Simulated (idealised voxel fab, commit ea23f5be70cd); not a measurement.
process module | voxel wiring stack
cross-section cut | 215 nm wide | cells 5 nm
A cross-section is a grid of square cells, given in bands from the top down. A band is one or more rows of cells.
Each band's line starts with the height of the band's top and of its bottom, in nm. Then come its materials from left to right, each with its width in nm. One material with "throughout" fills the band from edge to edge. "air" is empty space.
Height 0 is the level under which the wafer as received is all one material. The lowest band goes on downwards, as in "0 down".
A width such as "30 to 40" changes by the same amount from each row of cells to the next, from the band's top row to its bottom row.
"no change" after a step means that no cell of the cross-section changed.
closed voids: empty space of 8 cells or more with no open way to the top, each as width x height at its distance from the left edge, in nm
after a step's settings: what the simulator itself notes on the step
overlay nm, on a step with a mask: how far to the right of its planned place the mask lay; to the left if negative
Each pair below shows a cross-section before one step and the cross-section after it, down to the lowest band that changed. The line under each pair gives the step between them, with its settings. The pairs can come from different runs of this module on the same starting wafer, so a pair continues from the pair above only where its "before" says so.
before
  140 to 130: lowk 15 | TiN 5 | Ru 5 | TiN 5 | lowk 35 | TiN 5 | Ru 5 | TiN 5 | lowk 35 | TiN 5 | Ru 5 | TiN 5 | lowk 35 | TiN 5 | Ru 5 | TiN 5 | lowk 35
  130 to 125: SiCN 15 | TiN 15 | SiCN 35 | TiN 15 | SiCN 35 | TiN 15 | SiCN 35 | TiN 15 | SiCN 35
  125 to 105: W throughout
  105 to 100: SiCN throughout
  100 to 85: SiO2 15 | TiN 5 | Ru 5 | TiN 5 | SiO2 35 | TiN 5 | Ru 5 | TiN 5 | SiO2 35 | TiN 5 | Ru 5 | TiN 5 | SiO2 35 | TiN 5 | Ru 5 | TiN 5 | SiO2 35
  85 to 80: SiCN 15 | TiN 15 | SiCN 35 | TiN 15 | SiCN 35 | TiN 15 | SiCN 35 | TiN 15 | SiCN 35
  80 to 65: SiO2 15 | TiN 5 | Cu 20 | TiN 5 | SiO2 20 | TiN 5 | Cu 20 | TiN 5 | SiO2 20 | TiN 5 | Cu 20 | TiN 5 | SiO2 20 | TiN 5 | Cu 20 | TiN 5 | SiO2 20
  65 to 60: SiO2 15 | TiN 5 | Cu 5 | TiN 20 | SiO2 20 | TiN 30 | SiO2 20 | TiN 5 | Cu 5 | TiN 20 | SiO2 20 | TiN 30 | SiO2 20
  60 to 45: SiO2 15 | TiN 5 | Cu 5 | TiN 5 | SiO2 85 | TiN 5 | Cu 5 | TiN 5 | SiO2 85
  45 to 40: SiCN 15 | TiN 15 | SiCN 85 | TiN 15 | SiCN 85
  40 to 15: SiO2 15 | TiN 5 | Cu 20 | TiN 5 | SiO2 20 | TiN 5 | Cu 20 | TiN 5 | SiO2 20 | TiN 5 | Cu 20 | TiN 5 | SiO2 20 | TiN 5 | Cu 20 | TiN 5 | SiO2 20
  15 to 10: SiN 15 | TiN 30 | SiN 20 | TiN 30 | SiN 20 | TiN 30 | SiN 20 | TiN 30 | SiN 20
  10 to 0: SiO2 throughout
  0 down: Si throughout
  closed voids: none
after
  145 to 140: TiN throughout
  below 140: unchanged
  closed voids: none
the step between: op DIRECTIONAL_DEP | material TiN | thk nm 5
before: the cross-section after the pair above
after
  165 to 145: W throughout
  below 145: unchanged
  closed voids: none
the step between: op DIRECTIONAL_DEP | material W | thk nm 20
before: the cross-section after the pair above
after
  175 to 165: aC throughout
  below 165: unchanged
  closed voids: none
the step between: op DIRECTIONAL_DEP | material aC | thk nm 10
before: the cross-section after the pair above
after
  200 to 175: air 15 | resist 30 | air 20 | resist 30 | air 20 | resist 30 | air 20 | resist 30 | air 20
  below 175: unchanged
  closed voids: none
the step between: op PATTERN | tone cover | mask id METAL_4 | material resist | width nm 30 | pitch nm 50 | thk nm 25 | overlay nm 0
before: the cross-section after the pair above
after
  190 to 175: air 15 | resist 30 | air 20 | resist 30 | air 20 | resist 30 | air 20 | resist 30 | air 20
  175 to 165: air 15 | aC 30 | air 20 | aC 30 | air 20 | aC 30 | air 20 | aC 30 | air 20
  below 165: unchanged
  closed voids: none
the step between: op DIRECTIONAL_ETCH | etch materials aC | depth nm 10
before: the cross-section after the pair above
after
  175 to 165: air 15 | aC 30 | air 20 | aC 30 | air 20 | aC 30 | air 20 | aC 30 | air 20
  below 165: unchanged
  closed voids: none
the step between: op STRIP | etch materials resist
before: the cross-section after the pair above
after
  175 to 165: air 15 | aC 30 | air 20 | aC 30 | air 20 | aC 30 | air 20 | aC 30 | air 20
  165 to 145: air 15 | W 30 | air 20 | W 30 | air 20 | W 30 | air 20 | W 30 | air 20
  below 145: unchanged
  closed voids: none
the step between: op DIRECTIONAL_ETCH | etch materials W | depth nm 20
before: the cross-section after the pair above
after
  175 to 165: air 15 | aC 30 | air 20 | aC 30 | air 20 | aC 30 | air 20 | aC 30 | air 20
  165 to 145: air 15 | W 30 | air 20 | W 30 | air 20 | W 30 | air 20 | W 30 | air 20
  145 to 140: air 15 | TiN 30 | air 20 | TiN 30 | air 20 | TiN 30 | air 20 | TiN 30 | air 20
  below 140: unchanged
  closed voids: none
the step between: op DIRECTIONAL_ETCH | etch materials TiN | depth nm 5
before: the cross-section after the pair above
after
  165 to 145: air 15 | W 30 | air 20 | W 30 | air 20 | W 30 | air 20 | W 30 | air 20
  below 145: unchanged
  closed voids: none
the step between: op STRIP | etch materials aC
before: the cross-section after the pair above
after
  170 to 165: air 10 | SiCN 40 | air 10 | SiCN 40 | air 10 | SiCN 40 | air 10 | SiCN 40 | air 15
  165 to 145: air 10 | SiCN 5 | W 30 | SiCN 5 | air 10 | SiCN 5 | W 30 | SiCN 5 | air 10 | SiCN 5 | W 30 | SiCN 5 | air 10 | SiCN 5 | W 30 | SiCN 5 | air 15
  145 to 140: SiCN 15 | TiN 30 | SiCN 20 | TiN 30 | SiCN 20 | TiN 30 | SiCN 20 | TiN 30 | SiCN 20
  below 140: unchanged
  closed voids: none
the step between: op CONFORMAL_DEP | material SiCN | thk nm 5
before: the cross-section after the pair above
after
  180 to 170: SiO2 throughout
  170 to 165: SiO2 10 | SiCN 40 | SiO2 10 | SiCN 40 | SiO2 10 | SiCN 40 | SiO2 10 | SiCN 40 | SiO2 15
  165 to 145: SiO2 10 | SiCN 5 | W 30 | SiCN 5 | SiO2 10 | SiCN 5 | W 30 | SiCN 5 | SiO2 10 | SiCN 5 | W 30 | SiCN 5 | SiO2 10 | SiCN 5 | W 30 | SiCN 5 | SiO2 15
  below 145: unchanged
  closed voids: none
the step between: op FILL_DEP | material SiO2 | thk nm 10
before: the cross-section after the pair above
after
  165 to 145: SiO2 10 | SiCN 5 | W 30 | SiCN 5 | SiO2 10 | SiCN 5 | W 30 | SiCN 5 | SiO2 10 | SiCN 5 | W 30 | SiCN 5 | SiO2 10 | SiCN 5 | W 30 | SiCN 5 | SiO2 15
  below 145: unchanged
  closed voids: none
the step between: op CMP | height nm 165
before: the cross-section after the pair above
after
  170 to 165: SiN throughout
  below 165: unchanged
  closed voids: none
the step between: op CONFORMAL_DEP | material SiN | thk nm 5
before
  175 to 165: aC throughout
  165 to 145: W throughout
  145 to 140: TiN throughout
  140 to 130: lowk 15 | TiN 5 | Ru 5 | TiN 5 | lowk 35 | TiN 5 | Ru 5 | TiN 5 | lowk 35 | TiN 5 | Ru 5 | TiN 5 | lowk 35 | TiN 5 | Ru 5 | TiN 5 | lowk 35
  130 to 125: SiCN 15 | TiN 15 | SiCN 35 | TiN 15 | SiCN 35 | TiN 15 | SiCN 35 | TiN 15 | SiCN 35
  125 to 105: SiO2 15 | TiN 5 | Cu 20 | TiN 5 | SiO2 20 | TiN 5 | Cu 20 | TiN 5 | SiO2 20 | TiN 5 | Cu 20 | TiN 5 | SiO2 20 | TiN 5 | Cu 20 | TiN 5 | SiO2 20
  105 to 100: SiCN 15 | TiN 30 | SiCN 20 | TiN 30 | SiCN 20 | TiN 30 | SiCN 20 | TiN 30 | SiCN 20
  100 to 85: SiO2 15 | TiN 5 | Ru 5 | TiN 5 | SiO2 35 | TiN 5 | Ru 5 | TiN 5 | SiO2 35 | TiN 5 | Ru 5 | TiN 5 | SiO2 35 | TiN 5 | Ru 5 | TiN 5 | SiO2 35
  85 to 80: SiCN 15 | TiN 15 | SiCN 35 | TiN 15 | SiCN 35 | TiN 15 | SiCN 35 | TiN 15 | SiCN 35
  80 to 65: SiO2 15 | TiN 5 | Cu 20 | TiN 5 | SiO2 20 | TiN 5 | Cu 20 | TiN 5 | SiO2 20 | TiN 5 | Cu 20 | TiN 5 | SiO2 20 | TiN 5 | Cu 20 | TiN 5 | SiO2 20
  65 to 60: SiO2 15 | TiN 5 | Cu 5 | TiN 20 | SiO2 20 | TiN 30 | SiO2 20 | TiN 5 | Cu 5 | TiN 20 | SiO2 20 | TiN 30 | SiO2 20
  60 to 45: SiO2 15 | TiN 5 | Cu 5 | TiN 5 | SiO2 85 | TiN 5 | Cu 5 | TiN 5 | SiO2 85
  45 to 40: SiCN 15 | TiN 15 | SiCN 85 | TiN 15 | SiCN 85
  40 to 15: SiO2 15 | TiN 5 | Cu 20 | TiN 5 | SiO2 20 | TiN 5 | Cu 20 | TiN 5 | SiO2 20 | TiN 5 | Cu 20 | TiN 5 | SiO2 20 | TiN 5 | Cu 20 | TiN 5 | SiO2 20
  15 to 10: SiN 15 | TiN 30 | SiN 20 | TiN 30 | SiN 20 | TiN 30 | SiN 20 | TiN 30 | SiN 20
  10 to 0: SiO2 throughout
  0 down: Si throughout
  closed voids: none
after
  200 to 175: resist 15 | air 30 | resist 20 | air 30 | resist 20 | air 30 | resist 20 | air 30 | resist 20
  below 175: unchanged
  closed voids: none
the step between: op PATTERN | tone open | mask id METAL_4 | material resist | width nm 30 | pitch nm 50 | thk nm 25 | overlay nm 0
before: the cross-section after the pair above
after
  190 to 175: resist 15 | air 30 | resist 20 | air 30 | resist 20 | air 30 | resist 20 | air 30 | resist 20
  175 to 165: aC 15 | air 30 | aC 20 | air 30 | aC 20 | air 30 | aC 20 | air 30 | aC 20
  below 165: unchanged
  closed voids: none
the step between: op DIRECTIONAL_ETCH | etch materials aC | depth nm 10
before: the cross-section after the pair above
after
  175 to 165: aC 15 | air 30 | aC 20 | air 30 | aC 20 | air 30 | aC 20 | air 30 | aC 20
  below 165: unchanged
  closed voids: none
the step between: op STRIP | etch materials resist
before: the cross-section after the pair above
after
  175 to 165: aC 15 | air 30 | aC 20 | air 30 | aC 20 | air 30 | aC 20 | air 30 | aC 20
  165 to 145: W 15 | air 30 | W 20 | air 30 | W 20 | air 30 | W 20 | air 30 | W 20
  below 145: unchanged
  closed voids: none
the step between: op DIRECTIONAL_ETCH | etch materials W | depth nm 20
before: the cross-section after the pair above
after
  175 to 165: aC 15 | air 30 | aC 20 | air 30 | aC 20 | air 30 | aC 20 | air 30 | aC 20
  165 to 145: W 15 | air 30 | W 20 | air 30 | W 20 | air 30 | W 20 | air 30 | W 20
  145 to 140: TiN 15 | air 30 | TiN 20 | air 30 | TiN 20 | air 30 | TiN 20 | air 30 | TiN 20
  below 140: unchanged
  closed voids: none
the step between: op DIRECTIONAL_ETCH | etch materials TiN | depth nm 5
before: the cross-section after the pair above
after
  165 to 145: W 15 | air 30 | W 20 | air 30 | W 20 | air 30 | W 20 | air 30 | W 20
  below 145: unchanged
  closed voids: none
the step between: op STRIP | etch materials aC
before: the cross-section after the pair above
after
  170 to 165: SiCN 20 | air 20 | SiCN 30 | air 20 | SiCN 30 | air 20 | SiCN 30 | air 20 | SiCN 25
  165 to 145: W 15 | SiCN 5 | air 20 | SiCN 5 | W 20 | SiCN 5 | air 20 | SiCN 5 | W 20 | SiCN 5 | air 20 | SiCN 5 | W 20 | SiCN 5 | air 20 | SiCN 5 | W 20
  145 to 140: TiN 15 | SiCN 30 | TiN 20 | SiCN 30 | TiN 20 | SiCN 30 | TiN 20 | SiCN 30 | TiN 20
  below 140: unchanged
  closed voids: none
the step between: op CONFORMAL_DEP | material SiCN | thk nm 5
before: the cross-section after the pair above
after
  180 to 170: SiO2 throughout
  170 to 165: SiCN 20 | SiO2 20 | SiCN 30 | SiO2 20 | SiCN 30 | SiO2 20 | SiCN 30 | SiO2 20 | SiCN 25
  165 to 145: W 15 | SiCN 5 | SiO2 20 | SiCN 5 | W 20 | SiCN 5 | SiO2 20 | SiCN 5 | W 20 | SiCN 5 | SiO2 20 | SiCN 5 | W 20 | SiCN 5 | SiO2 20 | SiCN 5 | W 20
  below 145: unchanged
  closed voids: none
the step between: op FILL_DEP | material SiO2 | thk nm 10
before: the cross-section after the pair above
after
  165 to 145: W 15 | SiCN 5 | SiO2 20 | SiCN 5 | W 20 | SiCN 5 | SiO2 20 | SiCN 5 | W 20 | SiCN 5 | SiO2 20 | SiCN 5 | W 20 | SiCN 5 | SiO2 20 | SiCN 5 | W 20
  below 145: unchanged
  closed voids: none
the step between: op CMP | height nm 165
before: the cross-section after the pair above
after
  170 to 165: SiN throughout
  below 165: unchanged
  closed voids: none
the step between: op CONFORMAL_DEP | material SiN | thk nm 5
